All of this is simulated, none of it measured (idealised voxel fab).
The process module that follows is named voxel transistor to metal.
Xsec cut, 270 nm wide, square cell size 5 nm.
Throughout this document, each cross-section is represented as a grid of square cells and is presented as a sequence of bands enumerated from the top downward, where a band comprises one or more rows of cells. Band entry format. Leading values: height of top, height of bottom, nm. Remainder: materials in left-to-right order, each with its width in nm. Special words: "edge to edge" on a single material, which then fills the band edge to edge; "air", empty space. Beneath 0, the wafer as received is one material, and that level is where height counting begins. The lowest band goes on downward without a bottom; it is written like "0 down". Read "30->40" as a graded width: first number on top, second number at the bottom, same change between each pair of neighbouring rows. Given "remained the same" for a step, no cell of the cross-section differs between before and after that step. For the entry "Enclosed void entries", the listed items are empty spaces with no open way to the top whose size is 8 cells or more; each item follows the pattern width x height at distance, where distance is from the left edge and all three are in nm. That trailing text on a step's line, after the settings, is the simulator's own remark on the step. For masked steps, "overlay nm" on the step line gives how far right of plan the mask actually lay; a minus sign means it lay to the left.

# The planned process steps are enumerated hereunder
1 RECEIVE (material Si)
2 OXIDIZE (depth nm 5)
3 CONFORMAL_DEP (material SiN; thk nm 15)
4 DIRECTIONAL_DEP (material aC; thk nm 10)
5 PATTERN (tone cover; mask id ACTIVE; material resist; width nm 105; pitch nm 125; thk nm 30; overlay nm 0)
6 DIRECTIONAL_ETCH (etch materials aC; depth nm 10)
7 STRIP (etch materials resist)
8 DIRECTIONAL_ETCH (etch materials SiN; depth nm 15)
9 DIRECTIONAL_ETCH (etch materials SiO2; depth nm 5)
10 DIRECTIONAL_ETCH (etch materials Si; depth nm 30)
11 STRIP (etch materials aC)
12 FILL_DEP (material SiO2; thk nm 10)
13 CMP (height nm 15)
14 SELECTIVE_ETCH (etch materials SiO2; depth nm 15)
15 STRIP (etch materials SiN)
16 SELECTIVE_ETCH (etch materials SiO2; depth nm 5)
17 OXIDIZE (depth nm 5)
18 DIRECTIONAL_DEP (material polySi; thk nm 20)
19 DIRECTIONAL_DEP (material SiCN; thk nm 15)
20 MASKED_ETCH (tone cover; mask id GATE; width nm 25; pitch nm 125; etch materials SiCN; depth nm 25; overlay nm 0)
21 MASKED_ETCH (tone cover; mask id GATE; width nm 25; pitch nm 125; etch materials polySi; depth nm 30; overlay nm 0)
22 CONFORMAL_DEP (material SiO2; thk nm 5)
23 DIRECTIONAL_ETCH (etch materials SiO2; depth nm 5)
24 CONFORMAL_DEP (material SiN; thk nm 5)
25 DIRECTIONAL_ETCH (etch materials SiN; depth nm 5)
26 DIRECTIONAL_ETCH (etch materials SiO2; depth nm 5)
27 EPI (material nSi; thk nm 5)
28 FILL_DEP (material SiO2; thk nm 10)
29 CMP (height nm 30)
30 DIRECTIONAL_DEP (material SiO2; thk nm 15)
31 DIRECTIONAL_DEP (material aC; thk nm 15)
32 PATTERN (tone open; mask id CONTACT; material resist; width nm 30; thk nm 35; overlay nm 0)
33 DIRECTIONAL_ETCH (etch materials aC; depth nm 15)
34 STRIP (etch materials resist)
35 DIRECTIONAL_ETCH (etch materials SiO2; depth nm 50)
36 STRIP (etch materials aC)
37 CONFORMAL_DEP (material TiN; thk nm 5)
38 FILL_DEP (material Ru; thk nm 10)
39 CMP (height nm 45)
40 DIRECTIONAL_DEP (material TiN; thk nm 5)
41 DIRECTIONAL_DEP (material W; thk nm 25)
42 MASKED_ETCH (tone cover; mask id METAL_1; width nm 20; etch materials W; depth nm 25; overlay nm 0)
43 MASKED_ETCH (tone cover; mask id METAL_1; width nm 20; etch materials TiN; depth nm 5; overlay nm 0)
44 FILL_DEP (material lowk; thk nm 5)
45 CMP (height nm 75)
46 CONFORMAL_DEP (material SiN; thk nm 5)

# First wafer out of two, processed as planned

# Cross-sectional view of the wafer in its as-received condition, corresponding to the state after step 1
    0 down  Si edge to edge
    Enclosed void entries: none

# Wafer after step 2 (cross-section)
    0 to -5  SiO2 edge to edge
    Lower than -5, everything is as it was.

# Wafer after step 3 (cross-section)
    15 to 0  SiN edge to edge
    Lower than 0, everything is as it was.

# Wafer after step 4 (cross-section)
    25 to 15  aC edge to edge
    Lower than 15, everything is as it was.

# Wafer after step 5 (cross-section)
    55 to 25  20 air; 105 resist; 20 air; 105 resist; 20 air
    Lower than 25, everything is as it was.

# Wafer after step 6 (cross-section)
    45 to 25  20 air; 105 resist; 20 air; 105 resist; 20 air
    25 to 15  20 air; 105 aC; 20 air; 105 aC; 20 air
    Lower than 15, everything is as it was.

# Wafer after step 7 (cross-section)
    25 to 15  20 air; 105 aC; 20 air; 105 aC; 20 air
    Lower than 15, everything is as it was.

# Wafer after step 8 (cross-section)
    25 to 15  20 air; 105 aC; 20 air; 105 aC; 20 air
    15 to 0  20 air; 105 SiN; 20 air; 105 SiN; 20 air
    Lower than 0, everything is as it was.

# Wafer after step 9 (cross-section)
    25 to 15  20 air; 105 aC; 20 air; 105 aC; 20 air
    15 to 0  20 air; 105 SiN; 20 air; 105 SiN; 20 air
    0 to -5  20 air; 105 SiO2; 20 air; 105 SiO2; 20 air
    Lower than -5, everything is as it was.

# Wafer after step 10 (cross-section)
    25 to 15  20 air; 105 aC; 20 air; 105 aC; 20 air
    15 to 0  20 air; 105 SiN; 20 air; 105 SiN; 20 air
    0 to -5  20 air; 105 SiO2; 20 air; 105 SiO2; 20 air
    -5 to -35  20 air; 105 Si; 20 air; 105 Si; 20 air
    Lower than -35, everything is as it was.

# Wafer after step 11 (cross-section)
    15 to 0  20 air; 105 SiN; 20 air; 105 SiN; 20 air
    Lower than 0, everything is as it was.

# Wafer after step 12 (cross-section)
    25 to 15  SiO2 edge to edge
    15 to 0  20 SiO2; 105 SiN; 20 SiO2; 105 SiN; 20 SiO2
    0 to -5  SiO2 edge to edge
    -5 to -35  20 SiO2; 105 Si; 20 SiO2; 105 Si; 20 SiO2
    Lower than -35, everything is as it was.

# Wafer after step 13 (cross-section)
    15 to 0  20 SiO2; 105 SiN; 20 SiO2; 105 SiN; 20 SiO2
    Lower than 0, everything is as it was.

# Wafer after step 14 (cross-section)
    15 to 0  20 air; 105 SiN; 20 air; 105 SiN; 20 air
    Lower than 0, everything is as it was.

# Wafer after step 15 (cross-section)
    0 to -5  SiO2 edge to edge
    Lower than -5, everything is as it was.

# Wafer after step 16 (cross-section)
    -5 to -35  20 SiO2; 105 Si; 20 SiO2; 105 Si; 20 SiO2
    Lower than -35, everything is as it was.

# Wafer after step 17 (cross-section)
    -5 to -10  SiO2 edge to edge
    Lower than -10, everything is as it was.

# Wafer after step 18 (cross-section)
    15 to -5  polySi edge to edge
    Lower than -5, everything is as it was.

# Wafer after step 19 (cross-section)
    30 to 15  SiCN edge to edge
    Lower than 15, everything is as it was.

# Wafer after step 20 (cross-section)
    30 to 15  60 air; 25 SiCN; 100 air; 25 SiCN; 60 air
    Lower than 15, everything is as it was.

# Wafer after step 21 (cross-section)
    30 to 15  60 air; 25 SiCN; 100 air; 25 SiCN; 60 air
    15 to -5  60 air; 25 polySi; 100 air; 25 polySi; 60 air
    Lower than -5, everything is as it was.

# Wafer after step 22 (cross-section)
    35 to 30  55 air; 35 SiO2; 90 air; 35 SiO2; 55 air
    30 to 15  55 air; 5 SiO2; 25 SiCN; 5 SiO2; 90 air; 5 SiO2; 25 SiCN; 5 SiO2; 55 air
    15 to 0  55 air; 5 SiO2; 25 polySi; 5 SiO2; 90 air; 5 SiO2; 25 polySi; 5 SiO2; 55 air
    0 to -5  60 SiO2; 25 polySi; 100 SiO2; 25 polySi; 60 SiO2
    Lower than -5, everything is as it was.

# Wafer after step 23 (cross-section)
    30 to 15  55 air; 5 SiO2; 25 SiCN; 5 SiO2; 90 air; 5 SiO2; 25 SiCN; 5 SiO2; 55 air
    15 to -5  55 air; 5 SiO2; 25 polySi; 5 SiO2; 90 air; 5 SiO2; 25 polySi; 5 SiO2; 55 air
    Lower than -5, everything is as it was.

# Wafer after step 24 (cross-section)
    35 to 30  50 air; 45 SiN; 80 air; 45 SiN; 50 air
    30 to 15  50 air; 5 SiN; 5 SiO2; 25 SiCN; 5 SiO2; 5 SiN; 80 air; 5 SiN; 5 SiO2; 25 SiCN; 5 SiO2; 5 SiN; 50 air
    15 to 0  50 air; 5 SiN; 5 SiO2; 25 polySi; 5 SiO2; 5 SiN; 80 air; 5 SiN; 5 SiO2; 25 polySi; 5 SiO2; 5 SiN; 50 air
    0 to -5  55 SiN; 5 SiO2; 25 polySi; 5 SiO2; 90 SiN; 5 SiO2; 25 polySi; 5 SiO2; 55 SiN
    Lower than -5, everything is as it was.

# Wafer after step 25 (cross-section)
    30 to 15  50 air; 5 SiN; 5 SiO2; 25 SiCN; 5 SiO2; 5 SiN; 80 air; 5 SiN; 5 SiO2; 25 SiCN; 5 SiO2; 5 SiN; 50 air
    15 to -5  50 air; 5 SiN; 5 SiO2; 25 polySi; 5 SiO2; 5 SiN; 80 air; 5 SiN; 5 SiO2; 25 polySi; 5 SiO2; 5 SiN; 50 air
    Lower than -5, everything is as it was.

# Wafer after step 26 (cross-section)
    30 to 25  50 air; 5 SiN; 5 air; 25 SiCN; 5 air; 5 SiN; 80 air; 5 SiN; 5 air; 25 SiCN; 5 air; 5 SiN; 50 air
    25 to 15  50 air; 5 SiN; 5 SiO2; 25 SiCN; 5 SiO2; 5 SiN; 80 air; 5 SiN; 5 SiO2; 25 SiCN; 5 SiO2; 5 SiN; 50 air
    15 to -5  50 air; 5 SiN; 5 SiO2; 25 polySi; 5 SiO2; 5 SiN; 80 air; 5 SiN; 5 SiO2; 25 polySi; 5 SiO2; 5 SiN; 50 air
    -5 to -10  50 air; 45 SiO2; 80 air; 45 SiO2; 50 air
    Lower than -10, everything is as it was.

# Wafer after step 27 (cross-section)
    30 to 25  50 air; 5 SiN; 5 air; 25 SiCN; 5 air; 5 SiN; 80 air; 5 SiN; 5 air; 25 SiCN; 5 air; 5 SiN; 50 air
    25 to 15  50 air; 5 SiN; 5 SiO2; 25 SiCN; 5 SiO2; 5 SiN; 80 air; 5 SiN; 5 SiO2; 25 SiCN; 5 SiO2; 5 SiN; 50 air
    15 to -5  50 air; 5 SiN; 5 SiO2; 25 polySi; 5 SiO2; 5 SiN; 80 air; 5 SiN; 5 SiO2; 25 polySi; 5 SiO2; 5 SiN; 50 air
    -5 to -10  15 air; 35 nSi; 45 SiO2; 35 nSi; 10 air; 35 nSi; 45 SiO2; 35 nSi; 15 air
    Lower than -10, everything is as it was.

# Wafer after step 28 (cross-section)
    40 to 30  SiO2 edge to edge
    30 to 15  50 SiO2; 5 SiN; 5 SiO2; 25 SiCN; 5 SiO2; 5 SiN; 80 SiO2; 5 SiN; 5 SiO2; 25 SiCN; 5 SiO2; 5 SiN; 50 SiO2
    15 to -5  50 SiO2; 5 SiN; 5 SiO2; 25 polySi; 5 SiO2; 5 SiN; 80 SiO2; 5 SiN; 5 SiO2; 25 polySi; 5 SiO2; 5 SiN; 50 SiO2
    -5 to -10  15 SiO2; 35 nSi; 45 SiO2; 35 nSi; 10 SiO2; 35 nSi; 45 SiO2; 35 nSi; 15 SiO2
    Lower than -10, everything is as it was.

# Wafer after step 29 (cross-section)
    30 to 15  50 SiO2; 5 SiN; 5 SiO2; 25 SiCN; 5 SiO2; 5 SiN; 80 SiO2; 5 SiN; 5 SiO2; 25 SiCN; 5 SiO2; 5 SiN; 50 SiO2
    Lower than 15, everything is as it was.

# Wafer after step 30 (cross-section)
    45 to 30  SiO2 edge to edge
    Lower than 30, everything is as it was.

# Wafer after step 31 (cross-section)
    60 to 45  aC edge to edge
    Lower than 45, everything is as it was.

# Wafer after step 32 (cross-section)
    95 to 60  25 resist; 30 air; 35 resist; 30 air; 30 resist; 30 air; 35 resist; 30 air; 25 resist
    Lower than 60, everything is as it was.

# Wafer after step 33 (cross-section)
    80 to 60  25 resist; 30 air; 35 resist; 30 air; 30 resist; 30 air; 35 resist; 30 air; 25 resist
    60 to 45  25 aC; 30 air; 35 aC; 30 air; 30 aC; 30 air; 35 aC; 30 air; 25 aC
    Lower than 45, everything is as it was.

# Wafer after step 34 (cross-section)
    60 to 45  25 aC; 30 air; 35 aC; 30 air; 30 aC; 30 air; 35 aC; 30 air; 25 aC
    Lower than 45, everything is as it was.

# Wafer after step 35 (cross-section)
    60 to 45  25 aC; 30 air; 35 aC; 30 air; 30 aC; 30 air; 35 aC; 30 air; 25 aC
    45 to 30  25 SiO2; 30 air; 35 SiO2; 30 air; 30 SiO2; 30 air; 35 SiO2; 30 air; 25 SiO2
    30 to 15  25 SiO2; 25 air; 5 SiN; 5 SiO2; 25 SiCN; 5 SiO2; 5 SiN; 25 air; 30 SiO2; 25 air; 5 SiN; 5 SiO2; 25 SiCN; 5 SiO2; 5 SiN; 25 air; 25 SiO2
    15 to -5  25 SiO2; 25 air; 5 SiN; 5 SiO2; 25 polySi; 5 SiO2; 5 SiN; 25 air; 30 SiO2; 25 air; 5 SiN; 5 SiO2; 25 polySi; 5 SiO2; 5 SiN; 25 air; 25 SiO2
    Lower than -5, everything is as it was.

# Wafer after step 36 (cross-section)
    45 to 30  25 SiO2; 30 air; 35 SiO2; 30 air; 30 SiO2; 30 air; 35 SiO2; 30 air; 25 SiO2
    Lower than 30, everything is as it was.

# Wafer after step 37 (cross-section)
    50 to 45  30 TiN; 20 air; 45 TiN; 20 air; 40 TiN; 20 air; 45 TiN; 20 air; 30 TiN
    45 to 35  25 SiO2; 5 TiN; 20 air; 5 TiN; 35 SiO2; 5 TiN; 20 air; 5 TiN; 30 SiO2; 5 TiN; 20 air; 5 TiN; 35 SiO2; 5 TiN; 20 air; 5 TiN; 25 SiO2
    35 to 30  25 SiO2; 5 TiN; 15 air; 10 TiN; 35 SiO2; 10 TiN; 15 air; 5 TiN; 30 SiO2; 5 TiN; 15 air; 10 TiN; 35 SiO2; 10 TiN; 15 air; 5 TiN; 25 SiO2
    30 to 15  25 SiO2; 5 TiN; 15 air; 5 TiN; 5 SiN; 5 SiO2; 25 SiCN; 5 SiO2; 5 SiN; 5 TiN; 15 air; 5 TiN; 30 SiO2; 5 TiN; 15 air; 5 TiN; 5 SiN; 5 SiO2; 25 SiCN; 5 SiO2; 5 SiN; 5 TiN; 15 air; 5 TiN; 25 SiO2
    15 to 0  25 SiO2; 5 TiN; 15 air; 5 TiN; 5 SiN; 5 SiO2; 25 polySi; 5 SiO2; 5 SiN; 5 TiN; 15 air; 5 TiN; 30 SiO2; 5 TiN; 15 air; 5 TiN; 5 SiN; 5 SiO2; 25 polySi; 5 SiO2; 5 SiN; 5 TiN; 15 air; 5 TiN; 25 SiO2
    0 to -5  25 SiO2; 25 TiN; 5 SiN; 5 SiO2; 25 polySi; 5 SiO2; 5 SiN; 25 TiN; 30 SiO2; 25 TiN; 5 SiN; 5 SiO2; 25 polySi; 5 SiO2; 5 SiN; 25 TiN; 25 SiO2
    Lower than -5, everything is as it was.

# Wafer after step 38 (cross-section)
    60 to 50  Ru edge to edge
    50 to 45  30 TiN; 20 Ru; 45 TiN; 20 Ru; 40 TiN; 20 Ru; 45 TiN; 20 Ru; 30 TiN
    45 to 35  25 SiO2; 5 TiN; 20 Ru; 5 TiN; 35 SiO2; 5 TiN; 20 Ru; 5 TiN; 30 SiO2; 5 TiN; 20 Ru; 5 TiN; 35 SiO2; 5 TiN; 20 Ru; 5 TiN; 25 SiO2
    35 to 30  25 SiO2; 5 TiN; 15 Ru; 10 TiN; 35 SiO2; 10 TiN; 15 Ru; 5 TiN; 30 SiO2; 5 TiN; 15 Ru; 10 TiN; 35 SiO2; 10 TiN; 15 Ru; 5 TiN; 25 SiO2
    30 to 15  25 SiO2; 5 TiN; 15 Ru; 5 TiN; 5 SiN; 5 SiO2; 25 SiCN; 5 SiO2; 5 SiN; 5 TiN; 15 Ru; 5 TiN; 30 SiO2; 5 TiN; 15 Ru; 5 TiN; 5 SiN; 5 SiO2; 25 SiCN; 5 SiO2; 5 SiN; 5 TiN; 15 Ru; 5 TiN; 25 SiO2
    15 to 0  25 SiO2; 5 TiN; 15 Ru; 5 TiN; 5 SiN; 5 SiO2; 25 polySi; 5 SiO2; 5 SiN; 5 TiN; 15 Ru; 5 TiN; 30 SiO2; 5 TiN; 15 Ru; 5 TiN; 5 SiN; 5 SiO2; 25 polySi; 5 SiO2; 5 SiN; 5 TiN; 15 Ru; 5 TiN; 25 SiO2
    Lower than 0, everything is as it was.

# Wafer after step 39 (cross-section)
    45 to 35  25 SiO2; 5 TiN; 20 Ru; 5 TiN; 35 SiO2; 5 TiN; 20 Ru; 5 TiN; 30 SiO2; 5 TiN; 20 Ru; 5 TiN; 35 SiO2; 5 TiN; 20 Ru; 5 TiN; 25 SiO2
    Lower than 35, everything is as it was.

# Wafer after step 40 (cross-section)
    50 to 45  TiN edge to edge
    Lower than 45, everything is as it was.

# Wafer after step 41 (cross-section)
    75 to 50  W edge to edge
    Lower than 50, everything is as it was.

# Wafer after step 42 (cross-section)
    75 to 50  25 air; 20 W; 55 air; 20 W; 30 air; 20 W; 55 air; 20 W; 25 air
    Lower than 50, everything is as it was.

# Wafer after step 43 (cross-section)
    75 to 50  25 air; 20 W; 55 air; 20 W; 30 air; 20 W; 55 air; 20 W; 25 air
    50 to 45  25 air; 20 TiN; 55 air; 20 TiN; 30 air; 20 TiN; 55 air; 20 TiN; 25 air
    Lower than 45, everything is as it was.

# Wafer after step 44 (cross-section)
    80 to 75  lowk edge to edge
    75 to 50  25 lowk; 20 W; 55 lowk; 20 W; 30 lowk; 20 W; 55 lowk; 20 W; 25 lowk
    50 to 45  25 lowk; 20 TiN; 55 lowk; 20 TiN; 30 lowk; 20 TiN; 55 lowk; 20 TiN; 25 lowk
    Lower than 45, everything is as it was.

# Wafer after step 45 (cross-section)
    75 to 50  25 lowk; 20 W; 55 lowk; 20 W; 30 lowk; 20 W; 55 lowk; 20 W; 25 lowk
    Lower than 50, everything is as it was.

# Wafer after step 46 (cross-section)
    80 to 75  SiN edge to edge
    Lower than 75, everything is as it was.

# Second Wafer (Identical Start and Plan, One Processing Error; Matches First Wafer Through Step 39)

# Second wafer, cross-section, planned end of step 40
    60 to 45  TiN edge to edge
    Lower than 45, everything is as it was.

# Second wafer, cross-section, planned end of step 41
    85 to 60  W edge to edge
    Lower than 60, everything is as it was.

# Second wafer, cross-section, planned end of step 42
    85 to 60  25 air; 20 W; 55 air; 20 W; 30 air; 20 W; 55 air; 20 W; 25 air
    Lower than 60, everything is as it was.

# Second wafer, cross-section, planned end of step 43
    85 to 60  25 air; 20 W; 55 air; 20 W; 30 air; 20 W; 55 air; 20 W; 25 air
    60 to 55  25 air; 20 TiN; 55 air; 20 TiN; 30 air; 20 TiN; 55 air; 20 TiN; 25 air
    Lower than 55, everything is as it was.

# Second wafer, cross-section, planned end of step 44
    90 to 85  lowk edge to edge
    85 to 60  25 lowk; 20 W; 55 lowk; 20 W; 30 lowk; 20 W; 55 lowk; 20 W; 25 lowk
    60 to 55  25 lowk; 20 TiN; 55 lowk; 20 TiN; 30 lowk; 20 TiN; 55 lowk; 20 TiN; 25 lowk
    Lower than 55, everything is as it was.

# Second wafer, cross-section, planned end of step 45
    75 to 60  25 lowk; 20 W; 55 lowk; 20 W; 30 lowk; 20 W; 55 lowk; 20 W; 25 lowk
    Lower than 60, everything is as it was.

# Second wafer, cross-section, planned end of step 46
    80 to 75  SiN edge to edge
    Lower than 75, everything is as it was.
What broke from the plan during processing? step 40 ran differently from the plan; actual operation with settings: DIRECTIONAL_DEP (material TiN; thk nm 15)
Count the cells at the end and the second wafer has more or fewer of some materials than the first: 108 more of TiN | 32 fewer of W | 76 fewer of lowk
